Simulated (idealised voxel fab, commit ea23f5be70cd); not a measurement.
process module | voxel gate over fins
cross-section cut | 245 nm wide | cells 5 nm
A cross-section is a grid of square cells, given in bands from the top down. A band is one or more rows of cells.
Each band's line starts with the height of the band's top and of its bottom, in nm. Then come its materials from left to right, each with its width in nm. One material with "throughout" fills the band from edge to edge. "air" is empty space.
Height 0 is the level under which the wafer as received is all one material. The lowest band goes on downwards, as in "0 down".
A width such as "30 to 40" changes by the same amount from each row of cells to the next, from the band's top row to its bottom row.
"no change" after a step means that no cell of the cross-section changed.
closed voids: empty space of 8 cells or more with no open way to the top, each as width x height at its distance from the left edge, in nm
after a step's settings: what the simulator itself notes on the step
overlay nm, on a step with a mask: how far to the right of its planned place the mask lay; to the left if negative
plan
1 op RECEIVE | material Si
2 op CONFORMAL_DEP | material SiN | thk nm 10
3 op PATTERN | tone cover | mask id FINS | material resist | width nm 15 | pitch nm 35 | thk nm 20 | overlay nm 0
4 op DIRECTIONAL_ETCH | etch materials SiN | depth nm 10
5 op DIRECTIONAL_ETCH | etch materials Si | depth nm 40
6 op STRIP | etch materials resist
7 op FILL_DEP | material SiO2 | thk nm 5
8 op CMP | height nm 10
9 op SELECTIVE_ETCH | etch materials SiO2 | depth nm 20
10 op STRIP | etch materials SiN
11 op CONFORMAL_DEP | material HfO2 | thk nm 5
12 op CONFORMAL_DEP | material TiN | thk nm 5
13 op FILL_DEP | material W | thk nm 10
14 op CMP | height nm 15
15 op CONFORMAL_DEP | material SiN | thk nm 10
as received, after step 1
  0 down: Si throughout
  closed voids: none
first wafer at the end, as planned
  25 to 15: SiN throughout
  15 to 10: W throughout
  10 to 5: W 85 | TiN 70 | W 90
  5 to 0: W 85 | TiN 5 | HfO2 25 | TiN 10 | HfO2 25 | TiN 5 | W 90
  0 to -5: TiN 90 | HfO2 5 | Si 15 | HfO2 5 | TiN 10 | HfO2 5 | Si 15 | HfO2 5 | TiN 95
  -5 to -10: HfO2 95 | Si 15 | HfO2 20 | Si 15 | HfO2 100
  -10 to -40: SiO2 95 | Si 15 | SiO2 20 | Si 15 | SiO2 100
  -40 down: Si throughout
  closed voids: none
second wafer at the end: like start, like plan, one mistake
  25 to 15: SiN throughout
  15 to 10: W throughout
  10 to 5: W 85 | TiN 75 | W 85
  5 to 0: W 85 | TiN 5 | HfO2 30 | TiN 5 | HfO2 30 | TiN 5 | W 85
  0 to -5: TiN 90 | HfO2 5 | Si 20 | HfO2 5 | TiN 5 | HfO2 5 | Si 20 | HfO2 5 | TiN 90
  -5 to -10: HfO2 95 | Si 20 | HfO2 15 | Si 20 | HfO2 95
  -10 to -40: SiO2 95 | Si 20 | SiO2 15 | Si 20 | SiO2 95
  -40 down: Si throughout
  closed voids: none
what went wrong: step 3 ran as: op PATTERN | tone cover | mask id FINS | material resist | width nm 20 | pitch nm 35 | thk nm 20 | overlay nm 0
at the end the second wafer has, in cells: 16 more of Si | 12 fewer of SiO2 | 2 fewer of TiN | 2 fewer of W
